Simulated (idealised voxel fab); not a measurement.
Module name: voxel self aligned contacts (process module)
Section cut is 245 nm wide and gridded with 5 nm square cells.
Format of a cross-section: grid, square cells. Given as bands. Order: top down. Band: one or more rows of cells. First you get the band's top height and its bottom height, in nm, and then the materials it's made of, left to right, with each width in nm. If you see a single material with "edge to edge", that one covers the band edge to edge. "empty" is empty space. Note: height 0 marks the level under which the wafer is uniformly one material as received. Lowest band unbounded below, written "0..down". Width: "30..40" (first number = top row, second number = bottom row, same change from row to row of cells). "nothing got changed", as given for a step, is the statement that not any cell of the cross-section underwent a change during that step. What "Unvented internal voids" gives you is every empty space of 8 cells or more that is cut off from the top. Each appears as width x height at distance, with the distance taken from the left edge and width, height and distance all in nm. What comes after the settings on a step's line is commentary from the simulator itself on that step. "overlay nm" on a masked step: distance the mask lay right of its planned place, negative for left. Reading guide: pairs of cross-sections, before and after one process step; after view cut off at lowest changed band; step and settings listed under each pair. Pairs may stem from different runs of this module on the same starting wafer; continuity with the pair above only where the "Pre-processing view" entry states it.
-- Pre-processing view
> 65..55: Ru edge to edge
> 55..50: TiN (65), then Ru (45), then TiN (25), then Ru (45), then TiN (65)
> 50..45: SiO2 (60), then TiN (20), then Ru (15), then TiN (20), then SiO2 (15), then TiN (20), then Ru (15), then TiN (20), then SiO2 (60)
> 45..30: SiO2 (30), then SiN (45), then TiN (5), then Ru (15), then TiN (5), then SiN (45), then TiN (5), then Ru (15), then TiN (5), then SiN (45), then SiO2 (30)
> 30..25: SiO2 (75), then TiN (25), then SiO2 (45), then TiN (25), then SiO2 (75)
> 25..0: polySi edge to edge
> 0..down: Si edge to edge
> Unvented internal voids: none
-- Cut View, Post-Step
> 50..45: SiO2 (60), then TiN (20), then Ru (15), then TiN (20), then SiO2 (15), then TiN (20), then Ru (15), then TiN (20), then SiO2 (60)
> Rest of section, below 45: as before.
> Unvented internal voids: none
The before and after cross-sections above are linked by CMP, height nm 50
Pre-processing view: just use the after drawing of the pair above as your starting point.
-- Cut View, Post-Step
> 55..50: SiCN edge to edge
> Rest of section, below 50: as before.
> Unvented internal voids: none
The before and after cross-sections above are linked by CONFORMAL_DEP, material SiCN, thk nm 5
-- Pre-processing view
> 45..30: SiN edge to edge
> 30..0: polySi edge to edge
> 0..-5: SiO2 edge to edge
> -5..down: Si edge to edge
> Unvented internal voids: none
-- Cut View, Post-Step
> 45..40: empty (35), then SiN (35), then empty (35), then SiN (35), then empty (35), then SiN (35), then empty (35)
> Rest of section, below 40: as before.
> Unvented internal voids: none
The before and after cross-sections above are linked by MASKED_ETCH, tone cover, mask id GATE, width nm 35, pitch nm 70, etch materials SiN, depth nm 5, overlay nm 0
Pre-processing view: just use the after drawing of the pair above as your starting point.
-- Cut View, Post-Step
> 50..45: empty (30), then SiN (45), then empty (25), then SiN (45), then empty (25), then SiN (45), then empty (30)
> 45..30: SiN edge to edge
> Rest of section, below 30: as before.
> Unvented internal voids: none
The before and after cross-sections above are linked by CONFORMAL_DEP, material SiN, thk nm 5
Pre-processing view: just use the after drawing of the pair above as your starting point.
-- Cut View, Post-Step
> 45..40: empty (30), then SiN (45), then empty (25), then SiN (45), then empty (25), then SiN (45), then empty (30)
> Rest of section, below 40: as before.
> Unvented internal voids: none
The before and after cross-sections above are linked by DIRECTIONAL_ETCH, etch materials SiN, depth nm 5
Pre-processing view: just use the after drawing of the pair above as your starting point.
-- Cut View, Post-Step
> 60..45: SiO2 edge to edge
> 45..40: SiO2 (30), then SiN (45), then SiO2 (25), then SiN (45), then SiO2 (25), then SiN (45), then SiO2 (30)
> Rest of section, below 40: as before.
> Unvented internal voids: none
The before and after cross-sections above are linked by FILL_DEP, material SiO2, thk nm 15
Pre-processing view: just use the after drawing of the pair above as your starting point.
-- Cut View, Post-Step
> 50..45: SiO2 edge to edge
> Rest of section, below 45: as before.
> Unvented internal voids: none
The before and after cross-sections above are linked by CMP, height nm 50
Pre-processing view: just use the after drawing of the pair above as your starting point.
-- Cut View, Post-Step
> 65..50: aC edge to edge
> Rest of section, below 50: as before.
> Unvented internal voids: none
The before and after cross-sections above are linked by DIRECTIONAL_DEP, material aC, thk nm 15
Pre-processing view: just use the after drawing of the pair above as your starting point.
-- Cut View, Post-Step
> 100..65: resist (60), then empty (55), then resist (15), then empty (55), then resist (60)
> Rest of section, below 65: as before.
> Unvented internal voids: none
The before and after cross-sections above are linked by PATTERN, tone open, mask id CONTACT, material resist, width nm 55, pitch nm 70, thk nm 35, overlay nm 0
Pre-processing view: just use the after drawing of the pair above as your starting point.
-- Cut View, Post-Step
> 85..65: resist (60), then empty (55), then resist (15), then empty (55), then resist (60)
> 65..50: aC (60), then empty (55), then aC (15), then empty (55), then aC (60)
> Rest of section, below 50: as before.
> Unvented internal voids: none
The before and after cross-sections above are linked by DIRECTIONAL_ETCH, etch materials aC, depth nm 15
Pre-processing view: just use the after drawing of the pair above as your starting point.
-- Cut View, Post-Step
> 65..50: aC (60), then empty (55), then aC (15), then empty (55), then aC (60)
> Rest of section, below 50: as before.
> Unvented internal voids: none
The before and after cross-sections above are linked by STRIP, etch materials resist
Pre-processing view: just use the after drawing of the pair above as your starting point.
-- Cut View, Post-Step
> 65..50: aC (60), then empty (55), then aC (15), then empty (55), then aC (60)
> 50..45: SiO2 (60), then empty (55), then SiO2 (15), then empty (55), then SiO2 (60)
> 45..40: SiO2 (30), then SiN (45), then empty (25), then SiN (45), then empty (25), then SiN (45), then SiO2 (30)
> Rest of section, below 40: as before.
> Unvented internal voids: none
The before and after cross-sections above are linked by DIRECTIONAL_ETCH, etch materials SiO2, depth nm 55
Pre-processing view: just use the after drawing of the pair above as your starting point.
-- Cut View, Post-Step
> 50..45: SiO2 (60), then empty (55), then SiO2 (15), then empty (55), then SiO2 (60)
> Rest of section, below 45: as before.
> Unvented internal voids: none
The before and after cross-sections above are linked by STRIP, etch materials aC
Pre-processing view: just use the after drawing of the pair above as your starting point.
-- Cut View, Post-Step
> 55..50: TiN (65), then empty (45), then TiN (25), then empty (45), then TiN (65)
> 50..45: SiO2 (60), then TiN (20), then empty (15), then TiN (20), then SiO2 (15), then TiN (20), then empty (15), then TiN (20), then SiO2 (60)
> 45..40: SiO2 (30), then SiN (45), then TiN (25), then SiN (45), then TiN (25), then SiN (45), then SiO2 (30)
> Rest of section, below 40: as before.
> Unvented internal voids: none
The before and after cross-sections above are linked by CONFORMAL_DEP, material TiN, thk nm 5
Pre-processing view: just use the after drawing of the pair above as your starting point.
-- Cut View, Post-Step
> 65..55: Ru edge to edge
> 55..50: TiN (65), then Ru (45), then TiN (25), then Ru (45), then TiN (65)
> 50..45: SiO2 (60), then TiN (20), then Ru (15), then TiN (20), then SiO2 (15), then TiN (20), then Ru (15), then TiN (20), then SiO2 (60)
> Rest of section, below 45: as before.
> Unvented internal voids: none
The before and after cross-sections above are linked by FILL_DEP, material Ru, thk nm 10
Pre-processing view: just use the after drawing of the pair above as your starting point.
-- Cut View, Post-Step
> 50..45: SiO2 (60), then TiN (20), then Ru (15), then TiN (20), then SiO2 (15), then TiN (20), then Ru (15), then TiN (20), then SiO2 (60)
> Rest of section, below 45: as before.
> Unvented internal voids: none
The before and after cross-sections above are linked by CMP, height nm 50
Pre-processing view: just use the after drawing of the pair above as your starting point.
-- Cut View, Post-Step
> 55..50: SiCN edge to edge
> Rest of section, below 50: as before.
> Unvented internal voids: none
The before and after cross-sections above are linked by CONFORMAL_DEP, material SiCN, thk nm 5
-- Pre-processing view
> 45..30: SiN edge to edge
> 30..0: polySi edge to edge
> 0..-5: SiO2 edge to edge
> -5..down: Si edge to edge
> Unvented internal voids: none
-- Cut View, Post-Step
> 45..30: empty (35), then SiN (40), then empty (30), then SiN (40), then empty (30), then SiN (40), then empty (30)
> Rest of section, below 30: as before.
> Unvented internal voids: none
The before and after cross-sections above are linked by MASKED_ETCH, tone cover, mask id GATE, width nm 40, pitch nm 70, etch materials SiN, depth nm 15, overlay nm 0
Pre-processing view: just use the after drawing of the pair above as your starting point.
-- Cut View, Post-Step
> 45..30: empty (35), then SiN (40), then empty (30), then SiN (40), then empty (30), then SiN (40), then empty (30)
> 30..0: empty (35), then polySi (40), then empty (30), then polySi (40), then empty (30), then polySi (40), then empty (30)
> Rest of section, below 0: as before.
> Unvented internal voids: none
The before and after cross-sections above are linked by MASKED_ETCH, tone cover, mask id GATE, width nm 35, pitch nm 70, etch materials polySi, depth nm 30, overlay nm 0
Pre-processing view: just use the after drawing of the pair above as your starting point.
-- Cut View, Post-Step
> 50..30: empty (30), then SiN (50), then empty (20), then SiN (50), then empty (20), then SiN (50), then empty (25)
> 30..5: empty (30), then SiN (5), then polySi (40), then SiN (5), then empty (20), then SiN (5), then polySi (40), then SiN (5), then empty (20), then SiN (5), then polySi (40), then SiN (5), then empty (25)
> 5..0: SiN (35), then polySi (40), then SiN (30), then polySi (40), then SiN (30), then polySi (40), then SiN (30)
> Rest of section, below 0: as before.
> Unvented internal voids: none
The before and after cross-sections above are linked by CONFORMAL_DEP, material SiN, thk nm 5
Pre-processing view: just use the after drawing of the pair above as your starting point.
-- Cut View, Post-Step
> 45..30: empty (30), then SiN (50), then empty (20), then SiN (50), then empty (20), then SiN (50), then empty (25)
> 30..0: empty (30), then SiN (5), then polySi (40), then SiN (5), then empty (20), then SiN (5), then polySi (40), then SiN (5), then empty (20), then SiN (5), then polySi (40), then SiN (5), then empty (25)
> Rest of section, below 0: as before.
> Unvented internal voids: none
The before and after cross-sections above are linked by DIRECTIONAL_ETCH, etch materials SiN, depth nm 5
Pre-processing view: just use the after drawing of the pair above as your starting point.
-- Cut View, Post-Step
> 60..45: SiO2 edge to edge
> 45..30: SiO2 (30), then SiN (50), then SiO2 (20), then SiN (50), then SiO2 (20), then SiN (50), then SiO2 (25)
> 30..0: SiO2 (30), then SiN (5), then polySi (40), then SiN (5), then SiO2 (20), then SiN (5), then polySi (40), then SiN (5), then SiO2 (20), then SiN (5), then polySi (40), then SiN (5), then SiO2 (25)
> Rest of section, below 0: as before.
> Unvented internal voids: none
The before and after cross-sections above are linked by FILL_DEP, material SiO2, thk nm 15
Pre-processing view: just use the after drawing of the pair above as your starting point.
-- Cut View, Post-Step
> 50..45: SiO2 edge to edge
> Rest of section, below 45: as before.
> Unvented internal voids: none
The before and after cross-sections above are linked by CMP, height nm 50
Pre-processing view: just use the after drawing of the pair above as your starting point.
-- Cut View, Post-Step
> 65..50: aC edge to edge
> Rest of section, below 50: as before.
> Unvented internal voids: none
The before and after cross-sections above are linked by DIRECTIONAL_DEP, material aC, thk nm 15
Pre-processing view: just use the after drawing of the pair above as your starting point.
-- Cut View, Post-Step
> 100..65: resist (60), then empty (55), then resist (15), then empty (55), then resist (60)
> Rest of section, below 65: as before.
> Unvented internal voids: none
The before and after cross-sections above are linked by PATTERN, tone open, mask id CONTACT, material resist, width nm 55, pitch nm 70, thk nm 35, overlay nm 0
Pre-processing view: just use the after drawing of the pair above as your starting point.
-- Cut View, Post-Step
> 85..65: resist (60), then empty (55), then resist (15), then empty (55), then resist (60)
> 65..50: aC (60), then empty (55), then aC (15), then empty (55), then aC (60)
> Rest of section, below 50: as before.
> Unvented internal voids: none
The before and after cross-sections above are linked by DIRECTIONAL_ETCH, etch materials aC, depth nm 15
Pre-processing view: just use the after drawing of the pair above as your starting point.
-- Cut View, Post-Step
> 65..50: aC (60), then empty (55), then aC (15), then empty (55), then aC (60)
> Rest of section, below 50: as before.
> Unvented internal voids: none
The before and after cross-sections above are linked by STRIP, etch materials resist
Pre-processing view: just use the after drawing of the pair above as your starting point.
-- Cut View, Post-Step
> 65..50: aC (60), then empty (55), then aC (15), then empty (55), then aC (60)
> 50..45: SiO2 (60), then empty (55), then SiO2 (15), then empty (55), then SiO2 (60)
> 45..30: SiO2 (30), then SiN (50), then empty (20), then SiN (50), then empty (20), then SiN (50), then SiO2 (25)
> 30..0: SiO2 (30), then SiN (5), then polySi (40), then SiN (5), then empty (20), then SiN (5), then polySi (40), then SiN (5), then empty (20), then SiN (5), then polySi (40), then SiN (5), then SiO2 (25)
> 0..-5: SiO2 (80), then empty (20), then SiO2 (50), then empty (20), then SiO2 (75)
> Rest of section, below -5: as before.
> Unvented internal voids: none
The before and after cross-sections above are linked by DIRECTIONAL_ETCH, etch materials SiO2, depth nm 55
Pre-processing view: just use the after drawing of the pair above as your starting point.
-- Cut View, Post-Step
> 50..45: SiO2 (60), then empty (55), then SiO2 (15), then empty (55), then SiO2 (60)
> Rest of section, below 45: as before.
> Unvented internal voids: none
The before and after cross-sections above are linked by STRIP, etch materials aC
Pre-processing view: just use the after drawing of the pair above as your starting point.
-- Cut View, Post-Step
> 55..50: TiN (65), then empty (45), then TiN (25), then empty (45), then TiN (65)
> 50..45: SiO2 (60), then TiN (25), then empty (10), then TiN (20), then SiO2 (15), then TiN (25), then empty (10), then TiN (20), then SiO2 (60)
> 45..30: SiO2 (30), then SiN (50), then TiN (5), then empty (10), then TiN (5), then SiN (50), then TiN (5), then empty (10), then TiN (5), then SiN (50), then SiO2 (25)
> 30..0: SiO2 (30), then SiN (5), then polySi (40), then SiN (5), then TiN (5), then empty (10), then TiN (5), then SiN (5), then polySi (40), then SiN (5), then TiN (5), then empty (10), then TiN (5), then SiN (5), then polySi (40), then SiN (5), then SiO2 (25)
> 0..-5: SiO2 (80), then TiN (20), then SiO2 (50), then TiN (20), then SiO2 (75)
> Rest of section, below -5: as before.
> Unvented internal voids: none
The before and after cross-sections above are linked by CONFORMAL_DEP, material TiN, thk nm 5
Pre-processing view: just use the after drawing of the pair above as your starting point.
-- Cut View, Post-Step
> 65..55: Ru edge to edge
> 55..50: TiN (65), then Ru (45), then TiN (25), then Ru (45), then TiN (65)
> 50..45: SiO2 (60), then TiN (25), then Ru (10), then TiN (20), then SiO2 (15), then TiN (25), then Ru (10), then TiN (20), then SiO2 (60)
> 45..30: SiO2 (30), then SiN (50), then TiN (5), then Ru (10), then TiN (5), then SiN (50), then TiN (5), then Ru (10), then TiN (5), then SiN (50), then SiO2 (25)
> 30..0: SiO2 (30), then SiN (5), then polySi (40), then SiN (5), then TiN (5), then Ru (10), then TiN (5), then SiN (5), then polySi (40), then SiN (5), then TiN (5), then Ru (10), then TiN (5), then SiN (5), then polySi (40), then SiN (5), then SiO2 (25)
> Rest of section, below 0: as before.
> Unvented internal voids: none
The before and after cross-sections above are linked by FILL_DEP, material Ru, thk nm 10
Pre-processing view: just use the after drawing of the pair above as your starting point.
-- Cut View, Post-Step
> 50..45: SiO2 (60), then TiN (25), then Ru (10), then TiN (20), then SiO2 (15), then TiN (25), then Ru (10), then TiN (20), then SiO2 (60)
> Rest of section, below 45: as before.
> Unvented internal voids: none
The before and after cross-sections above are linked by CMP, height nm 50
Pre-processing view: just use the after drawing of the pair above as your starting point.
-- Cut View, Post-Step
> 55..50: SiCN edge to edge
> Rest of section, below 50: as before.
> Unvented internal voids: none
The before and after cross-sections above are linked by CONFORMAL_DEP, material SiCN, thk nm 5
-- Pre-processing view
> 65..50: aC edge to edge
> 50..45: SiO2 edge to edge
> 45..30: SiO2 (30), then SiN (45), then SiO2 (25), then SiN (45), then SiO2 (25), then SiN (45), then SiO2 (30)
> 30..0: SiO2 (30), then SiN (5), then polySi (35), then SiN (5), then SiO2 (25), then SiN (5), then polySi (35), then SiN (5), then SiO2 (25), then SiN (5), then polySi (35), then SiN (5), then SiO2 (30)
> 0..-5: SiO2 edge to edge
> -5..down: Si edge to edge
> Unvented internal voids: none
-- Cut View, Post-Step
> 100..65: resist (55), then empty (55), then resist (15), then empty (55), then resist (65)
> Rest of section, below 65: as before.
> Unvented internal voids: none
The before and after cross-sections above are linked by PATTERN, tone open, mask id CONTACT, material resist, width nm 55, pitch nm 70, thk nm 35, overlay nm -5
Pre-processing view: just use the after drawing of the pair above as your starting point.
-- Cut View, Post-Step
> 85..65: resist (55), then empty (55), then resist (15), then empty (55), then resist (65)
> 65..50: aC (55), then empty (55), then aC (15), then empty (55), then aC (65)
> Rest of section, below 50: as before.
> Unvented internal voids: none
The before and after cross-sections above are linked by DIRECTIONAL_ETCH, etch materials aC, depth nm 15
Pre-processing view: just use the after drawing of the pair above as your starting point.
-- Cut View, Post-Step
> 65..50: aC (55), then empty (55), then aC (15), then empty (55), then aC (65)
> Rest of section, below 50: as before.
> Unvented internal voids: none
The before and after cross-sections above are linked by STRIP, etch materials resist
Pre-processing view: just use the after drawing of the pair above as your starting point.
-- Cut View, Post-Step
> 65..50: aC (55), then empty (55), then aC (15), then empty (55), then aC (65)
> 50..45: SiO2 (55), then empty (55), then SiO2 (15), then empty (55), then SiO2 (65)
> 45..30: SiO2 (30), then SiN (45), then empty (25), then SiN (45), then empty (25), then SiN (45), then SiO2 (30)
> 30..0: SiO2 (30), then SiN (5), then polySi (35), then SiN (5), then empty (25), then SiN (5), then polySi (35), then SiN (5), then empty (25), then SiN (5), then polySi (35), then SiN (5), then SiO2 (30)
> 0..-5: SiO2 (75), then empty (25), then SiO2 (45), then empty (25), then SiO2 (75)
> Rest of section, below -5: as before.
> Unvented internal voids: none
The before and after cross-sections above are linked by DIRECTIONAL_ETCH, etch materials SiO2, depth nm 55
Pre-processing view: just use the after drawing of the pair above as your starting point.
-- Cut View, Post-Step
> 50..45: SiO2 (55), then empty (55), then SiO2 (15), then empty (55), then SiO2 (65)
> Rest of section, below 45: as before.
> Unvented internal voids: none
The before and after cross-sections above are linked by STRIP, etch materials aC
Pre-processing view: just use the after drawing of the pair above as your starting point.
-- Cut View, Post-Step
> 55..50: TiN (60), then empty (45), then TiN (25), then empty (45), then TiN (70)
> 50..45: SiO2 (55), then TiN (25), then empty (15), then TiN (15), then SiO2 (15), then TiN (25), then empty (15), then TiN (15), then SiO2 (65)
> 45..30: SiO2 (30), then SiN (45), then TiN (5), then empty (15), then TiN (5), then SiN (45), then TiN (5), then empty (15), then TiN (5), then SiN (45), then SiO2 (30)
> 30..0: SiO2 (30), then SiN (5), then polySi (35), then SiN (5), then TiN (5), then empty (15), then TiN (5), then SiN (5), then polySi (35), then SiN (5), then TiN (5), then empty (15), then TiN (5), then SiN (5), then polySi (35), then SiN (5), then SiO2 (30)
> 0..-5: SiO2 (75), then TiN (25), then SiO2 (45), then TiN (25), then SiO2 (75)
> Rest of section, below -5: as before.
> Unvented internal voids: none
The before and after cross-sections above are linked by CONFORMAL_DEP, material TiN, thk nm 5
Pre-processing view: just use the after drawing of the pair above as your starting point.
-- Cut View, Post-Step
> 65..55: Ru edge to edge
> 55..50: TiN (60), then Ru (45), then TiN (25), then Ru (45), then TiN (70)
> 50..45: SiO2 (55), then TiN (25), then Ru (15), then TiN (15), then SiO2 (15), then TiN (25), then Ru (15), then TiN (15), then SiO2 (65)
> 45..30: SiO2 (30), then SiN (45), then TiN (5), then Ru (15), then TiN (5), then SiN (45), then TiN (5), then Ru (15), then TiN (5), then SiN (45), then SiO2 (30)
> 30..0: SiO2 (30), then SiN (5), then polySi (35), then SiN (5), then TiN (5), then Ru (15), then TiN (5), then SiN (5), then polySi (35), then SiN (5), then TiN (5), then Ru (15), then TiN (5), then SiN (5), then polySi (35), then SiN (5), then SiO2 (30)
> Rest of section, below 0: as before.
> Unvented internal voids: none
The before and after cross-sections above are linked by FILL_DEP, material Ru, thk nm 10
Pre-processing view: just use the after drawing of the pair above as your starting point.
-- Cut View, Post-Step
> 50..45: SiO2 (55), then TiN (25), then Ru (15), then TiN (15), then SiO2 (15), then TiN (25), then Ru (15), then TiN (15), then SiO2 (65)
> Rest of section, below 45: as before.
> Unvented internal voids: none
The before and after cross-sections above are linked by CMP, height nm 50
Pre-processing view: just use the after drawing of the pair above as your starting point.
-- Cut View, Post-Step
> 55..50: SiCN edge to edge
> Rest of section, below 50: as before.
> Unvented internal voids: none
The before and after cross-sections above are linked by CONFORMAL_DEP, material SiCN, thk nm 5
-- Pre-processing view
> 45..30: empty (35), then SiN (35), then empty (35), then SiN (35), then empty (35), then SiN (35), then empty (35)
> 30..0: empty (35), then polySi (35), then empty (35), then polySi (35), then empty (35), then polySi (35), then empty (35)
> 0..-5: SiO2 edge to edge
> -5..down: Si edge to edge
> Unvented internal voids: none
-- Cut View, Post-Step
> 50..45: empty (30), then TiN (45), then empty (25), then TiN (45), then empty (25), then TiN (45), then empty (30)
> 45..30: empty (30), then TiN (5), then SiN (35), then TiN (5), then empty (25), then TiN (5), then SiN (35), then TiN (5), then empty (25), then TiN (5), then SiN (35), then TiN (5), then empty (30)
> 30..5: empty (30), then TiN (5), then polySi (35), then TiN (5), then empty (25), then TiN (5), then polySi (35), then TiN (5), then empty (25), then TiN (5), then polySi (35), then TiN (5), then empty (30)
> 5..0: TiN (35), then polySi (35), then TiN (35), then polySi (35), then TiN (35), then polySi (35), then TiN (35)
> Rest of section, below 0: as before.
> Unvented internal voids: none
The before and after cross-sections above are linked by CONFORMAL_DEP, material TiN, thk nm 5
Pre-processing view: just use the after drawing of the pair above as your starting point.
-- Cut View, Post-Step
> 65..50: SiO2 edge to edge
> 50..45: SiO2 (30), then TiN (45), then SiO2 (25), then TiN (45), then SiO2 (25), then TiN (45), then SiO2 (30)
> 45..30: SiO2 (30), then TiN (5), then SiN (35), then TiN (5), then SiO2 (25), then TiN (5), then SiN (35), then TiN (5), then SiO2 (25), then TiN (5), then SiN (35), then TiN (5), then SiO2 (30)
> 30..5: SiO2 (30), then TiN (5), then polySi (35), then TiN (5), then SiO2 (25), then TiN (5), then polySi (35), then TiN (5), then SiO2 (25), then TiN (5), then polySi (35), then TiN (5), then SiO2 (30)
> Rest of section, below 5: as before.
> Unvented internal voids: none
The before and after cross-sections above are linked by FILL_DEP, material SiO2, thk nm 15
Pre-processing view: just use the after drawing of the pair above as your starting point.
-- Cut View, Post-Step
> 50..45: SiO2 (30), then TiN (45), then SiO2 (25), then TiN (45), then SiO2 (25), then TiN (45), then SiO2 (30)
> Rest of section, below 45: as before.
> Unvented internal voids: none
The before and after cross-sections above are linked by CMP, height nm 50
Pre-processing view: just use the after drawing of the pair above as your starting point.
-- Cut View, Post-Step
> 65..50: aC edge to edge
> Rest of section, below 50: as before.
> Unvented internal voids: none
The before and after cross-sections above are linked by DIRECTIONAL_DEP, material aC, thk nm 15
Pre-processing view: just use the after drawing of the pair above as your starting point.
-- Cut View, Post-Step
> 100..65: resist (60), then empty (55), then resist (15), then empty (55), then resist (60)
> Rest of section, below 65: as before.
> Unvented internal voids: none
The before and after cross-sections above are linked by PATTERN, tone open, mask id CONTACT, material resist, width nm 55, pitch nm 70, thk nm 35, overlay nm 0
Pre-processing view: just use the after drawing of the pair above as your starting point.
-- Cut View, Post-Step
> 85..65: resist (60), then empty (55), then resist (15), then empty (55), then resist (60)
> 65..50: aC (60), then empty (55), then aC (15), then empty (55), then aC (60)
> Rest of section, below 50: as before.
> Unvented internal voids: none
The before and after cross-sections above are linked by DIRECTIONAL_ETCH, etch materials aC, depth nm 15
Pre-processing view: just use the after drawing of the pair above as your starting point.
-- Cut View, Post-Step
> 65..50: aC (60), then empty (55), then aC (15), then empty (55), then aC (60)
> Rest of section, below 50: as before.
> Unvented internal voids: none
The before and after cross-sections above are linked by STRIP, etch materials resist
Pre-processing view: just use the after drawing of the pair above as your starting point.
-- Cut View, Post-Step
> 65..50: aC (60), then empty (55), then aC (15), then empty (55), then aC (60)
> 50..45: SiO2 (30), then TiN (45), then empty (25), then TiN (45), then empty (25), then TiN (45), then SiO2 (30)
> 45..30: SiO2 (30), then TiN (5), then SiN (35), then TiN (5), then empty (25), then TiN (5), then SiN (35), then TiN (5), then empty (25), then TiN (5), then SiN (35), then TiN (5), then SiO2 (30)
> 30..5: SiO2 (30), then TiN (5), then polySi (35), then TiN (5), then empty (25), then TiN (5), then polySi (35), then TiN (5), then empty (25), then TiN (5), then polySi (35), then TiN (5), then SiO2 (30)
> Rest of section, below 5: as before.
> Unvented internal voids: none
The before and after cross-sections above are linked by DIRECTIONAL_ETCH, etch materials SiO2, depth nm 55
Pre-processing view: just use the after drawing of the pair above as your starting point.
-- Cut View, Post-Step
> 50..45: SiO2 (30), then TiN (45), then empty (25), then TiN (45), then empty (25), then TiN (45), then SiO2 (30)
> Rest of section, below 45: as before.
> Unvented internal voids: none
The before and after cross-sections above are linked by STRIP, etch materials aC
Pre-processing view: just use the after drawing of the pair above as your starting point.
-- Cut View, Post-Step
> 55..50: TiN (80), then empty (15), then TiN (55), then empty (15), then TiN (80)
> 50..45: SiO2 (30), then TiN (50), then empty (15), then TiN (55), then empty (15), then TiN (50), then SiO2 (30)
> 45..30: SiO2 (30), then TiN (5), then SiN (35), then TiN (10), then empty (15), then TiN (10), then SiN (35), then TiN (10), then empty (15), then TiN (10), then SiN (35), then TiN (5), then SiO2 (30)
> 30..10: SiO2 (30), then TiN (5), then polySi (35), then TiN (10), then empty (15), then TiN (10), then polySi (35), then TiN (10), then empty (15), then TiN (10), then polySi (35), then TiN (5), then SiO2 (30)
> 10..5: SiO2 (30), then TiN (5), then polySi (35), then TiN (35), then polySi (35), then TiN (35), then polySi (35), then TiN (5), then SiO2 (30)
> Rest of section, below 5: as before.
> Unvented internal voids: none
The before and after cross-sections above are linked by CONFORMAL_DEP, material TiN, thk nm 5
Pre-processing view: just use the after drawing of the pair above as your starting point.
-- Cut View, Post-Step
> 65..55: Ru edge to edge
> 55..50: TiN (80), then Ru (15), then TiN (55), then Ru (15), then TiN (80)
> 50..45: SiO2 (30), then TiN (50), then Ru (15), then TiN (55), then Ru (15), then TiN (50), then SiO2 (30)
> 45..30: SiO2 (30), then TiN (5), then SiN (35), then TiN (10), then Ru (15), then TiN (10), then SiN (35), then TiN (10), then Ru (15), then TiN (10), then SiN (35), then TiN (5), then SiO2 (30)
> 30..10: SiO2 (30), then TiN (5), then polySi (35), then TiN (10), then Ru (15), then TiN (10), then polySi (35), then TiN (10), then Ru (15), then TiN (10), then polySi (35), then TiN (5), then SiO2 (30)
> Rest of section, below 10: as before.
> Unvented internal voids: none
The before and after cross-sections above are linked by FILL_DEP, material Ru, thk nm 10
Pre-processing view: just use the after drawing of the pair above as your starting point.
-- Cut View, Post-Step
> 50..45: SiO2 (30), then TiN (50), then Ru (15), then TiN (55), then Ru (15), then TiN (50), then SiO2 (30)
> Rest of section, below 45: as before.
> Unvented internal voids: none
The before and after cross-sections above are linked by CMP, height nm 50
Pre-processing view: just use the after drawing of the pair above as your starting point.
-- Cut View, Post-Step
> 55..50: SiCN edge to edge
> Rest of section, below 50: as before.
> Unvented internal voids: none
The before and after cross-sections above are linked by CONFORMAL_DEP, material SiCN, thk nm 5
-- Pre-processing view
> 65..50: aC edge to edge
> 50..45: SiO2 edge to edge
> 45..30: SiO2 (30), then SiN (45), then SiO2 (25), then SiN (45), then SiO2 (25), then SiN (45), then SiO2 (30)
> 30..0: SiO2 (30), then SiN (5), then polySi (35), then SiN (5), then SiO2 (25), then SiN (5), then polySi (35), then SiN (5), then SiO2 (25), then SiN (5), then polySi (35), then SiN (5), then SiO2 (30)
> 0..-5: SiO2 edge to edge
> -5..down: Si edge to edge
> Unvented internal voids: none
-- Cut View, Post-Step
> 100..65: empty (60), then resist (55), then empty (15), then resist (55), then empty (60)
> Rest of section, below 65: as before.
> Unvented internal voids: none
The before and after cross-sections above are linked by PATTERN, tone cover, mask id CONTACT, material resist, width nm 55, pitch nm 70, thk nm 35, overlay nm 0
Pre-processing view: just use the after drawing of the pair above as your starting point.
-- Cut View, Post-Step
> 85..65: empty (60), then resist (55), then empty (15), then resist (55), then empty (60)
> 65..50: empty (60), then aC (55), then empty (15), then aC (55), then empty (60)
> Rest of section, below 50: as before.
> Unvented internal voids: none
The before and after cross-sections above are linked by DIRECTIONAL_ETCH, etch materials aC, depth nm 15
Pre-processing view: just use the after drawing of the pair above as your starting point.
-- Cut View, Post-Step
> 65..50: empty (60), then aC (55), then empty (15), then aC (55), then empty (60)
> Rest of section, below 50: as before.
> Unvented internal voids: none
The before and after cross-sections above are linked by STRIP, etch materials resist
Pre-processing view: just use the after drawing of the pair above as your starting point.
-- Cut View, Post-Step
> 65..50: empty (60), then aC (55), then empty (15), then aC (55), then empty (60)
> 50..45: empty (60), then SiO2 (55), then empty (15), then SiO2 (55), then empty (60)
> 45..30: empty (30), then SiN (45), then SiO2 (25), then SiN (45), then SiO2 (25), then SiN (45), then empty (30)
> 30..0: empty (30), then SiN (5), then polySi (35), then SiN (5), then SiO2 (25), then SiN (5), then polySi (35), then SiN (5), then SiO2 (25), then SiN (5), then polySi (35), then SiN (5), then empty (30)
> 0..-5: empty (30), then SiO2 (185), then empty (30)
> Rest of section, below -5: as before.
> Unvented internal voids: none
The before and after cross-sections above are linked by DIRECTIONAL_ETCH, etch materials SiO2, depth nm 55
Pre-processing view: just use the after drawing of the pair above as your starting point.
-- Cut View, Post-Step
> 50..45: empty (60), then SiO2 (55), then empty (15), then SiO2 (55), then empty (60)
> Rest of section, below 45: as before.
> Unvented internal voids: none
The before and after cross-sections above are linked by STRIP, etch materials aC
Pre-processing view: just use the after drawing of the pair above as your starting point.
-- Cut View, Post-Step
> 55..50: empty (55), then TiN (65), then empty (5), then TiN (65), then empty (55)
> 50..45: empty (25), then TiN (35), then SiO2 (55), then TiN (15), then SiO2 (55), then TiN (35), then empty (25)
> 45..30: empty (25), then TiN (5), then SiN (45), then SiO2 (25), then SiN (45), then SiO2 (25), then SiN (45), then TiN (5), then empty (25)
> 30..0: empty (25), then TiN (5), then SiN (5), then polySi (35), then SiN (5), then SiO2 (25), then SiN (5), then polySi (35), then SiN (5), then SiO2 (25), then SiN (5), then polySi (35), then SiN (5), then TiN (5), then empty (25)
> 0..-5: TiN (30), then SiO2 (185), then TiN (30)
> Rest of section, below -5: as before.
> Unvented internal voids: none
The before and after cross-sections above are linked by CONFORMAL_DEP, material TiN, thk nm 5
